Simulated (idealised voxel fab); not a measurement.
Process module under the name voxel capacitor over wiring
290 nm wide, 5 nm square cells: that's cross-section cut.
Each cross-section below is a grid of square cells, stated as bands in top-down order, with one or more rows of cells making up each band. Top height, bottom height, nm. Materials left to right, width each, nm. Single material + "throughout" = fills band edge to edge. "empty" = empty. For the purposes of this specification, 0 denotes the height below which the wafer in its as-received condition is composed wholly of one material, and the lowermost band, lacking a lower limit, extends downward without end, as expressed in "0 and below". Think of "30..40" as a width that walks from the first number to the second as you go down the band, top row to bottom row, taking equal-sized steps from row to row. "no modification" means the step left every cell of the cross-section as it was. The entry titled "Internal closed voids" provides the empty spaces that have no open way to the top, restricted to those of 8 cells or more. Each is presented as width x height at distance, the distance being measured from the left edge, with all three in nm. It should be noted that, on the line of a given step, the content following the step's settings is a remark produced by the simulator itself with respect to that step. overlay nm: mask offset rightward from planned place, masked step; negative means leftward offset.

Process steps (planned):
1) RECEIVE [material Si]
2) CONFORMAL_DEP [material SiO2] [thk nm 15]
3) CONFORMAL_DEP [material SiN] [thk nm 5]
4) DIRECTIONAL_DEP [material SiO2] [thk nm 25]
5) PATTERN [tone open] [mask id METAL_1] [material resist] [width nm 30] [pitch nm 100] [thk nm 20] [overlay nm 0]
6) DIRECTIONAL_ETCH [etch materials SiO2] [depth nm 25]
7) DIRECTIONAL_ETCH [etch materials SiN] [depth nm 5]
8) STRIP [etch materials resist]
9) CONFORMAL_DEP [material TiN] [thk nm 5]
10) FILL_DEP [material Cu] [thk nm 10]
11) CMP [height nm 45]
12) CONFORMAL_DEP [material SiCN] [thk nm 5]
13) DIRECTIONAL_DEP [material SiO2] [thk nm 15]
14) MASKED_ETCH [tone open] [mask id PLUG_1] [width nm 15] [etch materials SiO2] [depth nm 15] [overlay nm 0]
15) MASKED_ETCH [tone open] [mask id PLUG_1] [width nm 15] [etch materials SiCN] [depth nm 5] [overlay nm -15]
16) CONFORMAL_DEP [material TiN] [thk nm 5]
17) FILL_DEP [material Cu] [thk nm 10]
18) CMP [height nm 65]
19) DIRECTIONAL_DEP [material TiN] [thk nm 10]
20) DIRECTIONAL_DEP [material Al2O3] [thk nm 5]
21) DIRECTIONAL_DEP [material TiN] [thk nm 10]
22) MASKED_ETCH [tone cover] [mask id UPPER_PLATE] [width nm 75] [etch materials TiN] [depth nm 10] [overlay nm 0]
23) MASKED_ETCH [tone cover] [mask id UPPER_PLATE] [width nm 75] [etch materials Al2O3] [depth nm 5] [overlay nm 0]
24) MASKED_ETCH [tone cover] [mask id LOWER_PLATE] [width nm 85] [etch materials TiN] [depth nm 10] [overlay nm 0]
25) FILL_DEP [material SiO2] [thk nm 20]
26) CMP [height nm 105]
27) PATTERN [tone open] [mask id PLUG_2] [material resist] [width nm 15] [thk nm 20] [overlay nm 0]
28) DIRECTIONAL_ETCH [etch materials SiO2] [depth nm 15]
29) STRIP [etch materials resist]
30) CONFORMAL_DEP [material TiN] [thk nm 5]
31) FILL_DEP [material W] [thk nm 5]
32) CMP [height nm 105]
33) CONFORMAL_DEP [material SiCN] [thk nm 5]
Among the wafers covered here, the point of difference is the overlay nm at step 15; their starting state is shared, and the plan presents the value of the first wafer.

The first of several wafers, as received after step 1, seen in section:
- 0 and below  Si throughout
- Internal closed voids: none

Cross-section of the first of several wafers, taken after step 33, where the module ends:
- 110 down to 105  SiCN throughout
- 105 down to 95  105 of SiO2 | 5 of TiN | 5 of W | 5 of TiN | 170 of SiO2
- 95 down to 90  105 of SiO2 | 15 of TiN | 170 of SiO2
- 90 down to 80  95 of SiO2 | 75 of TiN | 120 of SiO2
- 80 down to 75  95 of SiO2 | 75 of Al2O3 | 120 of SiO2
- 75 down to 65  90 of SiO2 | 85 of TiN | 115 of SiO2
- 65 down to 55  95 of SiO2 | 5 of TiN | 5 of Cu | 5 of TiN | 180 of SiO2
- 55 down to 50  95 of SiO2 | 15 of TiN | 180 of SiO2
- 50 down to 45  SiCN throughout
- 45 down to 20  80 of SiO2 | 5 of TiN | 20 of Cu | 5 of TiN | 70 of SiO2 | 5 of TiN | 20 of Cu | 5 of TiN | 80 of SiO2
- 20 down to 15  80 of SiN | 30 of TiN | 70 of SiN | 30 of TiN | 80 of SiN
- 15 down to 0  SiO2 throughout
- 0 and below  Si throughout
- Internal closed voids: none

End of module, last wafer sectioned:
- 110 down to 105  SiCN throughout
- 105 down to 95  105 of SiO2 | 5 of TiN | 5 of W | 5 of TiN | 170 of SiO2
- 95 down to 90  105 of SiO2 | 15 of TiN | 170 of SiO2
- 90 down to 80  95 of SiO2 | 75 of TiN | 120 of SiO2
- 80 down to 75  95 of SiO2 | 75 of Al2O3 | 120 of SiO2
- 75 down to 65  90 of SiO2 | 85 of TiN | 115 of SiO2
- 65 down to 55  95 of SiO2 | 5 of TiN | 5 of Cu | 5 of TiN | 180 of SiO2
- 55 down to 50  95 of SiO2 | 15 of TiN | 180 of SiO2
- 50 down to 45  SiCN throughout
- 45 down to 20  80 of SiO2 | 5 of TiN | 20 of Cu | 5 of TiN | 70 of SiO2 | 5 of TiN | 20 of Cu | 5 of TiN | 80 of SiO2
- 20 down to 15  80 of SiN | 30 of TiN | 70 of SiN | 30 of TiN | 80 of SiN
- 15 down to 0  SiO2 throughout
- 0 and below  Si throughout
- Internal closed voids: none

Table: wafers, a row each; end-of-module cell change per material since receipt, gain (+), loss (-); then closed voids:
overlay nm -15 | +15 Al2O3 | +42 Cu | +116 SiCN | +46 SiN | +945 SiO2 | +110 TiN | +2 W | Internal closed voids: none
overlay nm -10 | +15 Al2O3 | +42 Cu | +115 SiCN | +46 SiN | +945 SiO2 | +111 TiN | +2 W | Internal closed voids: none
overlay nm -5 | +15 Al2O3 | +42 Cu | +114 SiCN | +46 SiN | +945 SiO2 | +112 TiN | +2 W | Internal closed voids: none
overlay nm 0 | +15 Al2O3 | +43 Cu | +113 SiCN | +46 SiN | +945 SiO2 | +112 TiN | +2 W | Internal closed voids: none
overlay nm 5 | +15 Al2O3 | +42 Cu | +114 SiCN | +46 SiN | +945 SiO2 | +112 TiN | +2 W | Internal closed voids: none
overlay nm 10 | +15 Al2O3 | +42 Cu | +115 SiCN | +46 SiN | +945 SiO2 | +111 TiN | +2 W | Internal closed voids: none
overlay nm 15 | +15 Al2O3 | +42 Cu | +116 SiCN | +46 SiN | +945 SiO2 | +110 TiN | +2 W | Internal closed voids: none
